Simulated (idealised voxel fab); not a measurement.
Process module under the name voxel wiring stack
In the cross-section labelled cut, the width is 140 nm and each square cell is 5 nm.
Just so we're on the same page, the cross-sections are grids of square cells, and they're listed out in bands top to bottom, each band one or more rows deep.
Band: top height; bottom height; in nm. Then, left to right: material with width in nm, for each material. "full width": a single material spanning edge to edge. "empty": empty space.
Below 0: as-received wafer, all one material; heights counted from there. Lowest band: no bottom, goes on down, written "from 0 down".
A width such as "30..40" changes by the same amount from each row of cells to the next, from the band's top row to its bottom row.
"no alterations made" means the step left every cell of the cross-section as it was.
"Enclosed void entries" - sealed voids, min. 8 cells, no opening to top; format: width x height at distance (distance from left edge; nm throughout).
Read whatever lies past the settings on a step's line as the simulator's own remark about the step.
For masked steps, "overlay nm" on the step line gives how far right of plan the mask actually lay; a minus sign means it lay to the left.
The planned process steps are enumerated hereunder
| 1 | RECEIVE,material Si |
| 2 | CONFORMAL_DEP,material SiO2,thk nm 10 |
| 3 | CONFORMAL_DEP,material SiN,thk nm 5 |
| 4 | DIRECTIONAL_DEP,material lowk,thk nm 15 |
| 5 | PATTERN,tone open,mask id METAL_1,material resist,width nm 30,pitch nm 50,thk nm 20,overlay nm 0 |
| 6 | DIRECTIONAL_ETCH,etch materials lowk,depth nm 15 |
| 7 | DIRECTIONAL_ETCH,etch materials SiN,depth nm 5 |
| 8 | STRIP,etch materials resist |
| 9 | CONFORMAL_DEP,material TiN,thk nm 5 |
| 10 | FILL_DEP,material Cu,thk nm 5 |
| 11 | CMP,height nm 30 |
| 12 | CONFORMAL_DEP,material SiCN,thk nm 5 |
| 13 | DIRECTIONAL_DEP,material SiO2,thk nm 30 |
| 14 | MASKED_ETCH,tone open,mask id METAL_2_HOLES,width nm 15,pitch nm 50,etch materials SiO2,depth nm 30,overlay nm 0 |
| 15 | DIRECTIONAL_DEP,material aC,thk nm 15 |
| 16 | PATTERN,tone open,mask id METAL_2,material resist,width nm 30,pitch nm 50,thk nm 30,overlay nm 0 |
| 17 | DIRECTIONAL_ETCH,etch materials aC,depth nm 15 |
| 18 | STRIP,etch materials resist |
| 19 | DIRECTIONAL_ETCH,etch materials SiO2,depth nm 15 |
| 20 | DIRECTIONAL_ETCH,etch materials SiCN,depth nm 5 |
| 21 | STRIP,etch materials aC |
| 22 | CONFORMAL_DEP,material TiN,thk nm 5 |
| 23 | FILL_DEP,material Cu,thk nm 5 |
| 24 | CMP,height nm 65 |
| 25 | CONFORMAL_DEP,material SiCN,thk nm 5 |
| 26 | DIRECTIONAL_DEP,material lowk,thk nm 10 |
| 27 | PATTERN,tone open,mask id PLUG_2,material resist,width nm 15,pitch nm 50,thk nm 15,overlay nm 0 |
| 28 | DIRECTIONAL_ETCH,etch materials lowk,depth nm 10 |
| 29 | DIRECTIONAL_ETCH,etch materials SiCN,depth nm 5 |
| 30 | STRIP,etch materials resist |
| 31 | EPI,material Ru,thk nm 10 |
| 32 | EPI,material Ru,thk nm 5 |
| 33 | CONFORMAL_DEP,material SiCN,thk nm 5 |
| 34 | DIRECTIONAL_DEP,material lowk,thk nm 15 |
| 35 | PATTERN,tone open,mask id METAL_3,material resist,width nm 30,pitch nm 50,thk nm 20,overlay nm 0 |
| 36 | DIRECTIONAL_ETCH,etch materials lowk,depth nm 15 |
| 37 | DIRECTIONAL_ETCH,etch materials SiCN,depth nm 5 |
| 38 | STRIP,etch materials resist |
| 39 | CONFORMAL_DEP,material TiN,thk nm 5 |
| 40 | FILL_DEP,material Ru,thk nm 5 |
| 41 | CMP,height nm 100 |
| 42 | EPI,material Ru,thk nm 5 |
| 43 | FILL_DEP,material SiCN,thk nm 5 |
| 44 | DIRECTIONAL_DEP,material lowk,thk nm 30 |
| 45 | PATTERN,tone open,mask id METAL_4_HOLES,material resist,width nm 15,thk nm 20,overlay nm 0 |
| 46 | DIRECTIONAL_ETCH,etch materials lowk,depth nm 30 |
| 47 | STRIP,etch materials resist |
| 48 | PATTERN,tone open,mask id METAL_4,material resist,width nm 30,pitch nm 50,thk nm 15,overlay nm 0 |
| 49 | DIRECTIONAL_ETCH,etch materials lowk,depth nm 15 |
| 50 | DIRECTIONAL_ETCH,etch materials SiCN,depth nm 5 |
| 51 | STRIP,etch materials resist |
| 52 | CONFORMAL_DEP,material TiN,thk nm 5 |
| 53 | FILL_DEP,material Cu,thk nm 10 |
| 54 | CMP,height nm 140 |
| 55 | CONFORMAL_DEP,material SiN,thk nm 5 |
Wafer as received: cross-section following step 1
* from 0 down = Si full width
* Enclosed void entries: none
End-of-module cross-section of the first of two wafers, processed as planned
* from 145 to 140 = SiN full width
* from 140 to 130 = lowk: 30 / TiN: 5 / Cu: 20 / TiN: 5 / lowk: 20 / TiN: 5 / Cu: 20 / TiN: 5 / lowk: 30
* from 130 to 125 = lowk: 30 / TiN: 5 / Cu: 5 / TiN: 20 / lowk: 20 / TiN: 30 / lowk: 30
* from 125 to 110 = lowk: 30 / TiN: 5 / Cu: 5 / TiN: 5 / lowk: 95
* from 110 to 105 = SiCN: 30 / TiN: 15 / SiCN: 95
* from 105 to 100 = SiCN: 25 / Ru: 40 / SiCN: 10 / Ru: 40 / SiCN: 25
* from 100 to 85 = lowk: 30 / TiN: 5 / Ru: 20 / TiN: 5 / lowk: 20 / TiN: 5 / Ru: 20 / TiN: 5 / lowk: 30
* from 85 to 80 = SiCN: 30 / TiN: 30 / SiCN: 20 / TiN: 30 / SiCN: 30
* from 80 to 70 = lowk: 30 / Ru: 15 / lowk: 35 / Ru: 15 / lowk: 45
* from 70 to 65 = SiCN: 30 / Ru: 15 / SiCN: 35 / Ru: 15 / SiCN: 45
* from 65 to 55 = SiO2: 30 / TiN: 5 / Cu: 20 / TiN: 5 / SiO2: 20 / TiN: 5 / Cu: 20 / TiN: 5 / SiO2: 30
* from 55 to 50 = SiO2: 30 / TiN: 5 / Cu: 5 / TiN: 20 / SiO2: 20 / TiN: 5 / Cu: 5 / TiN: 20 / SiO2: 30
* from 50 to 35 = SiO2: 30 / TiN: 5 / Cu: 5 / TiN: 5 / SiO2: 35 / TiN: 5 / Cu: 5 / TiN: 5 / SiO2: 45
* from 35 to 30 = SiCN: 30 / TiN: 15 / SiCN: 35 / TiN: 15 / SiCN: 45
* from 30 to 15 = lowk: 30 / TiN: 5 / Cu: 20 / TiN: 5 / lowk: 20 / TiN: 5 / Cu: 20 / TiN: 5 / lowk: 30
* from 15 to 10 = SiN: 30 / TiN: 30 / SiN: 20 / TiN: 30 / SiN: 30
* from 10 to 0 = SiO2 full width
* from 0 down = Si full width
* Enclosed void entries: none
This is the second of the two wafers, cross-sectioned at the end of the module; it started exactly like the first and was given the same plan, but it was run with one mistake
* from 145 to 140 = SiN full width
* from 140 to 130 = lowk: 30 / TiN: 5 / Cu: 20 / TiN: 5 / lowk: 20 / TiN: 5 / Cu: 20 / TiN: 5 / lowk: 30
* from 130 to 125 = lowk: 30 / TiN: 5 / Cu: 5 / TiN: 20 / lowk: 20 / TiN: 30 / lowk: 30
* from 125 to 110 = lowk: 30 / TiN: 5 / Cu: 5 / TiN: 5 / lowk: 95
* from 110 to 105 = SiCN: 30 / TiN: 15 / SiCN: 95
* from 105 to 100 = Ru full width
* from 100 to 95 = TiN: 35 / Ru: 20 / TiN: 30 / Ru: 20 / TiN: 35
* from 95 to 85 = lowk: 30 / TiN: 5 / Ru: 20 / TiN: 5 / lowk: 20 / TiN: 5 / Ru: 20 / TiN: 5 / lowk: 30
* from 85 to 80 = lowk: 30 / TiN: 30 / lowk: 20 / TiN: 30 / lowk: 30
* from 80 to 70 = lowk: 30 / Ru: 15 / lowk: 35 / Ru: 15 / lowk: 45
* from 70 to 65 = SiCN: 30 / Ru: 15 / SiCN: 35 / Ru: 15 / SiCN: 45
* from 65 to 55 = SiO2: 30 / TiN: 5 / Cu: 20 / TiN: 5 / SiO2: 20 / TiN: 5 / Cu: 20 / TiN: 5 / SiO2: 30
* from 55 to 50 = SiO2: 30 / TiN: 5 / Cu: 5 / TiN: 20 / SiO2: 20 / TiN: 5 / Cu: 5 / TiN: 20 / SiO2: 30
* from 50 to 35 = SiO2: 30 / TiN: 5 / Cu: 5 / TiN: 5 / SiO2: 35 / TiN: 5 / Cu: 5 / TiN: 5 / SiO2: 45
* from 35 to 30 = SiCN: 30 / TiN: 15 / SiCN: 35 / TiN: 15 / SiCN: 45
* from 30 to 15 = lowk: 30 / TiN: 5 / Cu: 20 / TiN: 5 / lowk: 20 / TiN: 5 / Cu: 20 / TiN: 5 / lowk: 30
* from 15 to 10 = SiN: 30 / TiN: 30 / SiN: 20 / TiN: 30 / SiN: 30
* from 10 to 0 = SiO2 full width
* from 0 down = Si full width
* Enclosed void entries: none
Here's what went sideways: step 33 of the plan never got run, it was skipped over
Bottom line after processing is that, in cells, the second wafer is up or down on some materials versus the first: Ru: 12 more; SiCN: 28 fewer; TiN: 16 more
